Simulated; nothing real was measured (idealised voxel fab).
The name of this process module is voxel gate over fins.
In the cross-section labelled cut, the width is 170 nm and each square cell is 5 nm.
In what follows, cross-sections appear as grids of square cells, described through bands that run from the top down, where every band is one or more rows of cells.
Read a band's entry like this: the first values are the height of its top and the height of its bottom in nm, and what follows is the sequence of materials from left to right, each with its width in nm. Note that "empty" is empty space, and that a single material marked "full width" reaches across the band from edge to edge.
Counting heights begins at 0, where everything beneath is, in the wafer as received, one material. The lowest band has no bottom; it goes on downwards, as "z 0 and below" shows.
It should be noted that a width expressed as "30..40" varies in equal increments from row to row of cells within the band, taking the value of the first number at the top row and that of the second number at the bottom row.
Step note "no modifications" = no cross-section cell changed.
Empty spaces without an open route to the top, at least 8 cells in extent, make up the entry "Fully sealed cavities"; each is given as width x height at distance, where the distance is measured from the left edge, and all are in nm.
Read whatever lies past the settings on a step's line as the simulator's own remark about the step.
What "overlay nm" on a step's line means: if the step has a mask, that mask lay this far to the right of its planned place, or, when the value is negative, to the left.
**These are the steps we planned for the process**
1. RECEIVE | material Si
2. CONFORMAL_DEP | material SiN | thk nm 5
3. DIRECTIONAL_DEP | material aC | thk nm 15
4. PATTERN | tone cover | mask id FINS | material resist | width nm 15 | pitch nm 45 | thk nm 35 | overlay nm 0
5. DIRECTIONAL_ETCH | etch materials aC | depth nm 15
6. STRIP | etch materials resist
7. DIRECTIONAL_ETCH | etch materials SiN | depth nm 5
8. DIRECTIONAL_ETCH | etch materials Si | depth nm 40
9. STRIP | etch materials aC
10. OXIDIZE | depth nm 5
11. FILL_DEP | material SiO2 | thk nm 5
12. CMP | height nm 5
13. SELECTIVE_ETCH | etch materials SiO2 | depth nm 15
14. STRIP | etch materials SiN
15. CONFORMAL_DEP | material HfO2 | thk nm 5
16. CONFORMAL_DEP | material TiN | thk nm 5
17. FILL_DEP | material W | thk nm 15
18. CMP | height nm 20
19. CONFORMAL_DEP | material SiCN | thk nm 10
**Cross-section of the incoming wafer, state after step 1**
* z 0 and below = Si full width
* Fully sealed cavities: none
**Wafer cross-section at end of module: start and plan as shown above, one execution error**
* z 30 to 20 = SiCN full width
* z 20 to 10 = W full width
* z 10 to 5 = W=20  TiN=35  W=10  TiN=35  W=10  TiN=35  W=25
* z 5 to 0 = W=20  TiN=5  HfO2=25  TiN=5  W=10  TiN=5  HfO2=25  TiN=5  W=10  TiN=5  HfO2=25  TiN=5  W=25
* z 0 to -5 = TiN=25  HfO2=5  Si=15  HfO2=5  TiN=20  HfO2=5  Si=15  HfO2=5  TiN=20  HfO2=5  Si=15  HfO2=5  TiN=30
* z -5 to -10 = HfO2=30  Si=15  HfO2=30  Si=15  HfO2=30  Si=15  HfO2=35
* z -10 to -45 = SiO2=30  Si=15  SiO2=30  Si=15  SiO2=30  Si=15  SiO2=35
* z -45 and below = Si full width
* Fully sealed cavities: none
what went wrong: step 4 changed vs plan, executed as PATTERN | tone cover | mask id FINS | material resist | width nm 25 | pitch nm 45 | thk nm 35 | overlay nm 0
